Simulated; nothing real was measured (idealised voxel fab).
process module | voxel double patterning
cross-section cut | 240 nm wide | cells 5 nm
A cross-section is a grid of square cells, given in bands from the top down. A band is one or more rows of cells.
Each band's line starts with the height of the band's top and of its bottom, in nm. Then come its materials from left to right, each with its width in nm. One material with "throughout" fills the band from edge to edge. "air" is empty space.
Height 0 is the level under which the wafer as received is all one material. The lowest band goes on downwards, as in "0 down".
A width such as "30 to 40" changes by the same amount from each row of cells to the next, from the band's top row to its bottom row.
"no change" after a step means that no cell of the cross-section changed.
closed voids: empty space of 8 cells or more with no open way to the top, each as width x height at its distance from the left edge, in nm
after a step's settings: what the simulator itself notes on the step
overlay nm, on a step with a mask: how far to the right of its planned place the mask lay; to the left if negative
plan
1 op RECEIVE | material Si
2 op CONFORMAL_DEP | material SiO2 | thk nm 10
3 op DIRECTIONAL_DEP | material W | thk nm 15
4 op DIRECTIONAL_DEP | material SiCN | thk nm 5
5 op PATTERN | tone open | mask id FIRST | material resist | width nm 15 | pitch nm 50 | thk nm 15 | overlay nm 0
6 op DIRECTIONAL_ETCH | etch materials SiCN | depth nm 5
7 op STRIP | etch materials resist
8 op DIRECTIONAL_DEP | material aC | thk nm 10
9 op PATTERN | tone open | mask id SECOND | material resist | width nm 15 | thk nm 30 | overlay nm 0
10 op DIRECTIONAL_ETCH | etch materials aC | depth nm 10
11 op STRIP | etch materials resist
12 op DIRECTIONAL_ETCH | etch materials SiCN | depth nm 5
13 op STRIP | etch materials aC
14 op DIRECTIONAL_ETCH | etch materials W | depth nm 15
15 op STRIP | etch materials SiCN
varied across the wafers: width nm of step 9. The plan shows the first wafer's value. All wafers start alike
first wafer as received, after step 1
  0 down: Si throughout
  closed voids: none
first wafer at the end, after step 15
  25 to 10: W 85 | air 15 | W 10 | air 15 | W 10 | air 15 | W 90
  10 to 0: SiO2 throughout
  0 down: Si throughout
  closed voids: none
last wafer at the end
  25 to 10: W 85 | air 15 | W 5 | air 45 | W 90
  10 to 0: SiO2 throughout
  0 down: Si throughout
  closed voids: none
each wafer at the end: cells of each material gained (+) or lost (-) since it was received, then its closed voids
width nm 15 | +96 SiO2 | +117 W | closed voids: none
width nm 20 | +96 SiO2 | +114 W | closed voids: none
width nm 25 | +96 SiO2 | +111 W | closed voids: none
width nm 30 | +96 SiO2 | +108 W | closed voids: none
